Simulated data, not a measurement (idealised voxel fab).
Documented hereafter: the process module known as voxel air gaps.
The cross-section on display is named cut; it measures 250 nm wide, and its cells are 5 nm squares.
Just so we're on the same page, the cross-sections are grids of square cells, and they're listed out in bands top to bottom, each band one or more rows deep.
Look at the band entry: it leads with the top's height and the bottom's height in nm. Then it lists the materials left to right, with a width in nm for each. The word "everywhere" on a single material says that material fills the band edge to edge. The word "empty" is empty space.
Zero point of the height axis is 0; under it, received wafer = one material. Lowest band: continues down indefinitely, "top 0, no bottom".
Width spec "30..40" -> top row of cells at first value, bottom row at second value, equal per-row change in between.
Given "identical to before" for a step, no cell of the cross-section differs between before and after that step.
Listed in "Voids lacking openings": every empty space of 8 or more cells without an open way to the top. Form: width x height at distance, the distance being from the left edge, all in nm.
Step line, after settings: the simulator's comment on this step.
overlay nm: mask right of planned place by this much (step with mask). Neg. = left.

**Planned step list for the process**
| 1 | op RECEIVE | material Si |
| 2 | op CONFORMAL_DEP | material SiO2 | thk nm 10 |
| 3 | op CONFORMAL_DEP | material SiN | thk nm 5 |
| 4 | op DIRECTIONAL_DEP | material lowk | thk nm 30 |
| 5 | op DIRECTIONAL_DEP | material aC | thk nm 15 |
| 6 | op PATTERN | tone open | mask id LINES | material resist | width nm 15 | pitch nm 40 | thk nm 35 | overlay nm 0 |
| 7 | op DIRECTIONAL_ETCH | etch materials aC | depth nm 15 |
| 8 | op STRIP | etch materials resist |
| 9 | op DIRECTIONAL_ETCH | etch materials lowk | depth nm 30 |
| 10 | op STRIP | etch materials aC |
| 11 | op CONFORMAL_DEP | material TiN | thk nm 5 |
| 12 | op FILL_DEP | material Cu | thk nm 5 |
| 13 | op CMP | height nm 45 |
| 14 | op EPI | material Ru | thk nm 10 |
| 15 | op SELECTIVE_ETCH | etch materials lowk | depth nm 40 |
| 16 | op CONFORMAL_DEP | material SiN | thk nm 5 |

**So this is the incoming wafer in cross-section - it's already been through step 1**
* top 0, no bottom  Si everywhere
* Voids lacking openings: none

**Same starting wafer, same plan as above, one mistake in the execution; this is the cross-section at the end of the module**
* top 60, bottom 55  SiN everywhere
* top 55, bottom 45  Ru everywhere
* top 45, bottom 20  Cu 50 nm; TiN 5 nm; lowk 15 nm; TiN 5 nm; Cu 15 nm; TiN 5 nm; lowk 15 nm; TiN 5 nm; Cu 15 nm; TiN 5 nm; lowk 15 nm; TiN 5 nm; Cu 15 nm; TiN 5 nm; lowk 15 nm; TiN 5 nm; Cu 55 nm
* top 20, bottom 15  TiN 55 nm; lowk 15 nm; TiN 25 nm; lowk 15 nm; TiN 25 nm; lowk 15 nm; TiN 25 nm; lowk 15 nm; TiN 60 nm
* top 15, bottom 10  SiN everywhere
* top 10, bottom 0  SiO2 everywhere
* top 0, no bottom  Si everywhere
* Voids lacking openings: none
Finding, execution versus plan: rather than as planned, step 6 actually ran as op PATTERN | tone cover | mask id LINES | material resist | width nm 15 | pitch nm 40 | thk nm 35 | overlay nm 0
